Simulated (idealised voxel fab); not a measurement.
process module | voxel spacer lines
Pictured: cross-section cut, 175 nm wide, on a grid of 5 nm square cells.
Throughout this document, each cross-section is represented as a grid of square cells and is presented as a sequence of bands enumerated from the top downward, where a band comprises one or more rows of cells. Quick guide to a band line: top height, bottom height (nm) up front; then every material left to right with its width in nm. Only one material and it's marked "throughout"? Then it fills the band edge to edge. And "empty" just means empty space. Where do heights start? At 0: under that level the wafer as delivered is made of one material only. And the lowest band has no floor; it just carries on downward, as in "0 nm and below". A width given as "30 to 40" starts at the first number in the band's top row and ends at the second number in its bottom row, shifting by an equal amount at every step from row to row. You'll sometimes find "nothing got changed" written for a step, and that's the way of saying that nowhere in the cross-section did a cell change during that step. Basically, "Voids, sealed" tells you about the enclosed voids: empty spaces with no open way to the top, 8 cells or bigger, each written width x height at distance, where distance is from the left edge, all in nm. On a step's line, text after the settings is the simulator commenting on that step. Steps that use a mask can have "overlay nm" on their line. It says how far the mask sat to the right of where it was meant to be. Negative means to the left.
Here's what the planned process steps look like
1,RECEIVE, material Si
2,CONFORMAL_DEP, material Al2O3, thk nm 10
3,DIRECTIONAL_DEP, material TiN, thk nm 15
4,DIRECTIONAL_DEP, material polySi, thk nm 25
5,PATTERN, tone cover, mask id MANDREL, material resist, width nm 25, pitch nm 70, thk nm 30, overlay nm 0
6,DIRECTIONAL_ETCH, etch materials polySi, depth nm 25
7,STRIP, etch materials resist
8,CONFORMAL_DEP, material SiN, thk nm 10
9,DIRECTIONAL_ETCH, etch materials SiN, depth nm 10
10,STRIP, etch materials polySi
11,DIRECTIONAL_ETCH, etch materials TiN, depth nm 15
12,STRIP, etch materials SiN
First wafer, two in total, run as planned
As-received wafer cross-section (after step 1)
0 nm and below  Si throughout
Voids, sealed: none
Cross-section: wafer state after step 2
10 nm to 0 nm  Al2O3 throughout
Lower than 0, everything is as it was.
Cross-section: wafer state after step 3
25 nm to 10 nm  TiN throughout
Lower than 10, everything is as it was.
Cross-section: wafer state after step 4
50 nm to 25 nm  polySi throughout
Lower than 25, everything is as it was.
Cross-section: wafer state after step 5
80 nm to 50 nm  empty 40, then resist 25, then empty 45, then resist 25, then empty 40
Lower than 50, everything is as it was.
Cross-section: wafer state after step 6
80 nm to 50 nm  empty 40, then resist 25, then empty 45, then resist 25, then empty 40
50 nm to 25 nm  empty 40, then polySi 25, then empty 45, then polySi 25, then empty 40
Lower than 25, everything is as it was.
Cross-section: wafer state after step 7
50 nm to 25 nm  empty 40, then polySi 25, then empty 45, then polySi 25, then empty 40
Lower than 25, everything is as it was.
Cross-section: wafer state after step 8
60 nm to 50 nm  empty 30, then SiN 45, then empty 25, then SiN 45, then empty 30
50 nm to 35 nm  empty 30, then SiN 10, then polySi 25, then SiN 10, then empty 25, then SiN 10, then polySi 25, then SiN 10, then empty 30
35 nm to 25 nm  SiN 40, then polySi 25, then SiN 45, then polySi 25, then SiN 40
Lower than 25, everything is as it was.
Cross-section: wafer state after step 9
50 nm to 25 nm  empty 30, then SiN 10, then polySi 25, then SiN 10, then empty 25, then SiN 10, then polySi 25, then SiN 10, then empty 30
Lower than 25, everything is as it was.
Cross-section: wafer state after step 10
50 nm to 25 nm  empty 30, then SiN 10, then empty 25, then SiN 10, then empty 25, then SiN 10, then empty 25, then SiN 10, then empty 30
Lower than 25, everything is as it was.
Cross-section: wafer state after step 11
50 nm to 25 nm  empty 30, then SiN 10, then empty 25, then SiN 10, then empty 25, then SiN 10, then empty 25, then SiN 10, then empty 30
25 nm to 10 nm  empty 30, then TiN 10, then empty 25, then TiN 10, then empty 25, then TiN 10, then empty 25, then TiN 10, then empty 30
Lower than 10, everything is as it was.
Cross-section: wafer state after step 12
25 nm to 10 nm  empty 30, then TiN 10, then empty 25, then TiN 10, then empty 25, then TiN 10, then empty 25, then TiN 10, then empty 30
Lower than 10, everything is as it was.
Second wafer: like start, like plan, one mistake. Through step 4 it matches the first wafer
Look at the second wafer in cross-section at the time step 5 ought to have finished
80 nm to 50 nm  empty 45, then resist 20, then empty 50, then resist 20, then empty 40
Lower than 50, everything is as it was.
Look at the second wafer in cross-section at the time step 6 ought to have finished
80 nm to 50 nm  empty 45, then resist 20, then empty 50, then resist 20, then empty 40
50 nm to 25 nm  empty 45, then polySi 20, then empty 50, then polySi 20, then empty 40
Lower than 25, everything is as it was.
Look at the second wafer in cross-section at the time step 7 ought to have finished
50 nm to 25 nm  empty 45, then polySi 20, then empty 50, then polySi 20, then empty 40
Lower than 25, everything is as it was.
Look at the second wafer in cross-section at the time step 8 ought to have finished
60 nm to 50 nm  empty 35, then SiN 40, then empty 30, then SiN 40, then empty 30
50 nm to 35 nm  empty 35, then SiN 10, then polySi 20, then SiN 10, then empty 30, then SiN 10, then polySi 20, then SiN 10, then empty 30
35 nm to 25 nm  SiN 45, then polySi 20, then SiN 50, then polySi 20, then SiN 40
Lower than 25, everything is as it was.
Look at the second wafer in cross-section at the time step 9 ought to have finished
50 nm to 25 nm  empty 35, then SiN 10, then polySi 20, then SiN 10, then empty 30, then SiN 10, then polySi 20, then SiN 10, then empty 30
Lower than 25, everything is as it was.
Look at the second wafer in cross-section at the time step 10 ought to have finished
50 nm to 25 nm  empty 35, then SiN 10, then empty 20, then SiN 10, then empty 30, then SiN 10, then empty 20, then SiN 10, then empty 30
Lower than 25, everything is as it was.
Look at the second wafer in cross-section at the time step 11 ought to have finished
50 nm to 25 nm  empty 35, then SiN 10, then empty 20, then SiN 10, then empty 30, then SiN 10, then empty 20, then SiN 10, then empty 30
25 nm to 10 nm  empty 35, then TiN 10, then empty 20, then TiN 10, then empty 30, then TiN 10, then empty 20, then TiN 10, then empty 30
Lower than 10, everything is as it was.
Look at the second wafer in cross-section at the time step 12 ought to have finished
25 nm to 10 nm  empty 35, then TiN 10, then empty 20, then TiN 10, then empty 30, then TiN 10, then empty 20, then TiN 10, then empty 30
Lower than 10, everything is as it was.
Which mistake was made when the wafer was run? planned and actual differ for step 5; actual: PATTERN, tone cover, mask id MANDREL, material resist, width nm 20, pitch nm 70, thk nm 30, overlay nm 0
By the end, you'd get the same cell count for each material on either wafer, but the second wafer puts them somewhere else.
